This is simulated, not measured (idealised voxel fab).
The process module presented herein is designated voxel lift off.
The figure presents cross-section cut, which has a width of 275 nm and is divided into square cells with an edge length of 5 nm.
Cross-section layout: square cells on a grid; listed as bands, top to bottom; a band spans one or more cell rows.
The band entry comprises the height of the band's top followed by the height of its bottom, expressed in nm, and subsequently the band's materials from left to right, each stated together with its width in nm. Where a single material is marked with the word "all across", that material fills the band from edge to edge. The word "air" represents empty space.
Heights from 0 (as-received wafer is one material below). Bottom band endless downward, as "top 0, no bottom".
Quick explanation for "30..40": the width changes in equal steps down the rows of cells, from the first number in the band's top row to the second number in its bottom row.
The designation "no change occurred", where it is given for a processing step, indicates that no cell of the cross-section was altered in the course of that step.
If an empty space has no open way to the top and is at least 8 cells in size, "Enclosed void entries" lists it, written width x height at distance, where distance is measured from the left edge and every value is in nm.
Read whatever lies past the settings on a step's line as the simulator's own remark about the step.
"overlay nm", when on a step's line for a step with a mask, measures how far to the right of its planned place the mask lay; a negative measure means to the left.

These are the steps we planned for the process
1,RECEIVE, material Si
2,CONFORMAL_DEP, material Al2O3, thk nm 15
3,PATTERN, tone open, mask id LINES, material resist, width nm 30, pitch nm 45, thk nm 25, overlay nm 0
4,DIRECTIONAL_DEP, material Ru, thk nm 10
5,STRIP, etch materials resist
6,CONFORMAL_DEP, material SiN, thk nm 10

Cross-section of the incoming wafer, state after step 1
- top 0, no bottom: Si all across
- Enclosed void entries: none

Final cross-section, module run with one mistake (start and plan as above)
- top 25, bottom 15: SiN all across
- top 15, bottom 0: Al2O3 all across
- top 0, no bottom: Si all across
- Enclosed void entries: none
Run error: the plan's step 4 was left out and never carried out
